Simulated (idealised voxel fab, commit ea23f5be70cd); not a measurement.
The document below concerns the process module designated voxel ribs on slabs.
FYI the section here is cut, 260 nm wide, cells are 5 nm squares.
Cross-section format: a grid of square cells, given as bands from top to bottom; each band is one or more rows of cells.
Band: top and bottom heights (nm) first, top before bottom; then materials from left to right, widths in nm. "all across" marks a sole material filling the band edge to edge. "empty" denotes empty space.
We count height from 0. Below that, the starting wafer is all one material. The lowest band never ends at the bottom but goes on down; see "z 0 and below" for how that is written.
The width entry "30->40" should be interpreted row by row: the top row of cells in the band takes the first number, the bottom row takes the second number, and the change between adjacent rows is uniform throughout.
"nothing was modified" -> step changed no cross-section cell.
"Completely sealed voids" lists enclosed empty spaces (at least 8 cells, no open path upward to the top), each as width x height at distance from the left edge, in nm.
Read whatever lies past the settings on a step's line as the simulator's own remark about the step.
"overlay nm" answers the question of how far to the right of plan the mask lay on a step that has a mask, and when it is negative the answer is to the left.

List of planned process steps:
1,op RECEIVE | material Si
2,op DIRECTIONAL_DEP | material SiO2 | thk nm 25
3,op DIRECTIONAL_DEP | material polySi | thk nm 25
4,op MASKED_ETCH | tone cover | mask id RIB | width nm 25 | etch materials polySi | depth nm 20 | overlay nm 0
5,op PATTERN | tone cover | mask id SLAB | material resist | width nm 65 | thk nm 20 | overlay nm 0
6,op DIRECTIONAL_ETCH | etch materials polySi | depth nm 5
7,op STRIP | etch materials resist
8,op FILL_DEP | material SiO2 | thk nm 30
9,op CMP | height nm 70
10,op DIRECTIONAL_DEP | material TiN | thk nm 5
11,op DIRECTIONAL_DEP | material aC | thk nm 15
12,op PATTERN | tone cover | mask id HEATER | material resist | width nm 35 | thk nm 35 | overlay nm 0
13,op DIRECTIONAL_ETCH | etch materials aC | depth nm 15
14,op STRIP | etch materials resist
15,op DIRECTIONAL_ETCH | etch materials TiN | depth nm 5
16,op STRIP | etch materials aC
17,op CONFORMAL_DEP | material SiO2 | thk nm 10

The first of the two wafers, which ran as planned:

Cross-section: wafer on arrival = after step 1:
* z 0 and below  Si all across
* Completely sealed voids: none

The wafer, seen in cross-section, after step 2:
* z 25 to 0  SiO2 all across
* Under 0: no change, same as before.

The wafer, seen in cross-section, after step 3:
* z 50 to 25  polySi all across
* Under 25: no change, same as before.

The wafer, seen in cross-section, after step 4:
* z 50 to 30  empty: 115; polySi: 25; empty: 120
* Under 30: no change, same as before.

The wafer, seen in cross-section, after step 5:
* z 70 to 50  empty: 95; resist: 65; empty: 100
* z 50 to 30  empty: 95; resist: 20; polySi: 25; resist: 20; empty: 100
* Under 30: no change, same as before.

The wafer, seen in cross-section, after step 6:
* z 70 to 50  empty: 95; resist: 65; empty: 100
* z 50 to 30  empty: 95; resist: 20; polySi: 25; resist: 20; empty: 100
* z 30 to 25  empty: 95; polySi: 65; empty: 100
* Under 25: no change, same as before.

The wafer, seen in cross-section, after step 7:
* z 50 to 30  empty: 115; polySi: 25; empty: 120
* Under 30: no change, same as before.

The wafer, seen in cross-section, after step 8:
* z 80 to 50  SiO2 all across
* z 50 to 30  SiO2: 115; polySi: 25; SiO2: 120
* z 30 to 25  SiO2: 95; polySi: 65; SiO2: 100
* Under 25: no change, same as before.

The wafer, seen in cross-section, after step 9:
* z 70 to 50  SiO2 all across
* Under 50: no change, same as before.

The wafer, seen in cross-section, after step 10:
* z 75 to 70  TiN all across
* Under 70: no change, same as before.

The wafer, seen in cross-section, after step 11:
* z 90 to 75  aC all across
* Under 75: no change, same as before.

The wafer, seen in cross-section, after step 12:
* z 125 to 90  empty: 110; resist: 35; empty: 115
* Under 90: no change, same as before.

The wafer, seen in cross-section, after step 13:
* z 110 to 90  empty: 110; resist: 35; empty: 115
* z 90 to 75  empty: 110; aC: 35; empty: 115
* Under 75: no change, same as before.

The wafer, seen in cross-section, after step 14:
* z 90 to 75  empty: 110; aC: 35; empty: 115
* Under 75: no change, same as before.

The wafer, seen in cross-section, after step 15:
* z 90 to 75  empty: 110; aC: 35; empty: 115
* z 75 to 70  empty: 110; TiN: 35; empty: 115
* Under 70: no change, same as before.

The wafer, seen in cross-section, after step 16:
* z 75 to 70  empty: 110; TiN: 35; empty: 115
* Under 70: no change, same as before.

The wafer, seen in cross-section, after step 17:
* z 85 to 80  empty: 100; SiO2: 55; empty: 105
* z 80 to 75  SiO2 all across
* z 75 to 70  SiO2: 110; TiN: 35; SiO2: 115
* Under 70: no change, same as before.

Second wafer: same start and same plan as the first, one execution error; identical to the first through step 1:

Second wafer at the planned finish of step 2, seen in cross-section:
* z 50 to 0  SiO2 all across
* Under 0: no change, same as before.

Second wafer at the planned finish of step 3, seen in cross-section:
* z 75 to 50  polySi all across
* Under 50: no change, same as before.

Second wafer at the planned finish of step 4, seen in cross-section:
* z 75 to 55  empty: 115; polySi: 25; empty: 120
* Under 55: no change, same as before.

Second wafer at the planned finish of step 5, seen in cross-section:
* z 95 to 75  empty: 95; resist: 65; empty: 100
* z 75 to 55  empty: 95; resist: 20; polySi: 25; resist: 20; empty: 100
* Under 55: no change, same as before.

Second wafer at the planned finish of step 6, seen in cross-section:
* z 95 to 75  empty: 95; resist: 65; empty: 100
* z 75 to 55  empty: 95; resist: 20; polySi: 25; resist: 20; empty: 100
* z 55 to 50  empty: 95; polySi: 65; empty: 100
* Under 50: no change, same as before.

Second wafer at the planned finish of step 7, seen in cross-section:
* z 75 to 55  empty: 115; polySi: 25; empty: 120
* Under 55: no change, same as before.

Second wafer at the planned finish of step 8, seen in cross-section:
* z 105 to 75  SiO2 all across
* z 75 to 55  SiO2: 115; polySi: 25; SiO2: 120
* z 55 to 50  SiO2: 95; polySi: 65; SiO2: 100
* Under 50: no change, same as before.

Second wafer at the planned finish of step 9, seen in cross-section:
* z 70 to 55  SiO2: 115; polySi: 25; SiO2: 120
* Under 55: no change, same as before.

Second wafer at the planned finish of step 10, seen in cross-section:
* z 75 to 70  TiN all across
* Under 70: no change, same as before.

Second wafer at the planned finish of step 11, seen in cross-section:
* z 90 to 75  aC all across
* Under 75: no change, same as before.

Second wafer at the planned finish of step 12, seen in cross-section:
* z 125 to 90  empty: 110; resist: 35; empty: 115
* Under 90: no change, same as before.

Second wafer at the planned finish of step 13, seen in cross-section:
* z 110 to 90  empty: 110; resist: 35; empty: 115
* z 90 to 75  empty: 110; aC: 35; empty: 115
* Under 75: no change, same as before.

Second wafer at the planned finish of step 14, seen in cross-section:
* z 90 to 75  empty: 110; aC: 35; empty: 115
* Under 75: no change, same as before.

Second wafer at the planned finish of step 15, seen in cross-section:
* z 90 to 75  empty: 110; aC: 35; empty: 115
* z 75 to 70  empty: 110; TiN: 35; empty: 115
* Under 70: no change, same as before.

Second wafer at the planned finish of step 16, seen in cross-section:
* z 75 to 70  empty: 110; TiN: 35; empty: 115
* Under 70: no change, same as before.

Second wafer at the planned finish of step 17, seen in cross-section:
* z 85 to 80  empty: 100; SiO2: 55; empty: 105
* z 80 to 75  SiO2 all across
* z 75 to 70  SiO2: 110; TiN: 35; SiO2: 115
* Under 70: no change, same as before.
The mistake made against the process plan was this: step 2 in the plan was executed twice
FYI, end of process, the second wafer has more or fewer cells of some materials than the first: SiO2 +5 | polySi -5
